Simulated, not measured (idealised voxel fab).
The following process module bears the name voxel quadruple lines.
The width of the displayed cross-section, cut, is 245 nm; its cells are square, with a size of 5 nm.
Square cells in a grid make up a cross-section in this document, and the grid is given as bands, listed from the top down, each one or more rows of cells. Heights first: top, then bottom, in nm. Then materials, left to right, each with a width in nm. "edge to edge" on a single material: fills the band edge to edge. "blank": empty space. Basically, 0 is our baseline, since under it the wafer straight out of the box is all one material. The bottom band has no lower end and keeps on going down, so it looks like "0 nm and below". With a width like "30 to 40", each row of cells in the band differs from the next by the same amount, the top row carrying the first number and the bottom row the second. The cross-section has no changed cell in any step marked "remained unchanged". This entry, "Voids, sealed", enumerates those empty regions of no fewer than 8 cells that possess no open connection to the top. Each region is reported in the form width x height at distance, the distance being taken from the left edge, with all three quantities expressed in nm. Whatever follows a step's settings on its line is a remark the simulator itself makes about that step. On any step carrying a mask, the "overlay nm" setting, if present on the step's line, tells how far right of its planned place the mask lay; negative values point to the left.

So here's the lineup of process steps we planned:
1,op RECEIVE | material Si
2,op CONFORMAL_DEP | material Al2O3 | thk nm 5
3,op DIRECTIONAL_DEP | material Ru | thk nm 10
4,op DIRECTIONAL_DEP | material polySi | thk nm 15
5,op DIRECTIONAL_DEP | material aC | thk nm 25
6,op PATTERN | tone cover | mask id MANDREL | material resist | width nm 35 | pitch nm 100 | thk nm 30 | overlay nm 0
7,op DIRECTIONAL_ETCH | etch materials aC | depth nm 25
8,op STRIP | etch materials resist
9,op CONFORMAL_DEP | material SiO2 | thk nm 15
10,op DIRECTIONAL_ETCH | etch materials SiO2 | depth nm 15
11,op STRIP | etch materials aC
12,op DIRECTIONAL_ETCH | etch materials polySi | depth nm 15
13,op STRIP | etch materials SiO2
14,op CONFORMAL_DEP | material SiN | thk nm 10
15,op DIRECTIONAL_ETCH | etch materials SiN | depth nm 10
16,op STRIP | etch materials polySi
17,op DIRECTIONAL_ETCH | etch materials Ru | depth nm 10
18,op STRIP | etch materials SiN
19,op FILL_DEP | material SiO2 | thk nm 5
20,op CMP | height nm 15

So this is the incoming wafer in cross-section - it's already been through step 1:
	0 nm and below = Si edge to edge
	Voids, sealed: none

Cross-section, first of two wafers, end of module, run as planned:
	15 nm to 5 nm = 30 of SiO2; 10 of Ru; 15 of SiO2; 10 of Ru; 15 of SiO2; 10 of Ru; 15 of SiO2; 10 of Ru; 15 of SiO2; 10 of Ru; 15 of SiO2; 10 of Ru; 15 of SiO2; 10 of Ru; 15 of SiO2; 10 of Ru; 30 of SiO2
	5 nm to 0 nm = Al2O3 edge to edge
	0 nm and below = Si edge to edge
	Voids, sealed: none

Wafer two, end of module, cross-section. Same start, same plan as wafer one. One mistake in the run:
	15 nm to 5 nm = 40 of SiO2; 15 of Ru; 35 of SiO2; 15 of Ru; 35 of SiO2; 15 of Ru; 35 of SiO2; 15 of Ru; 40 of SiO2
	5 nm to 0 nm = Al2O3 edge to edge
	0 nm and below = Si edge to edge
	Voids, sealed: none
Misprocessing identified: for step 16, the planned setting was not used; the step was instead run as op STRIP | etch materials SiN
at the end the second wafer has, in cells: 8 fewer of Ru | 8 more of SiO2
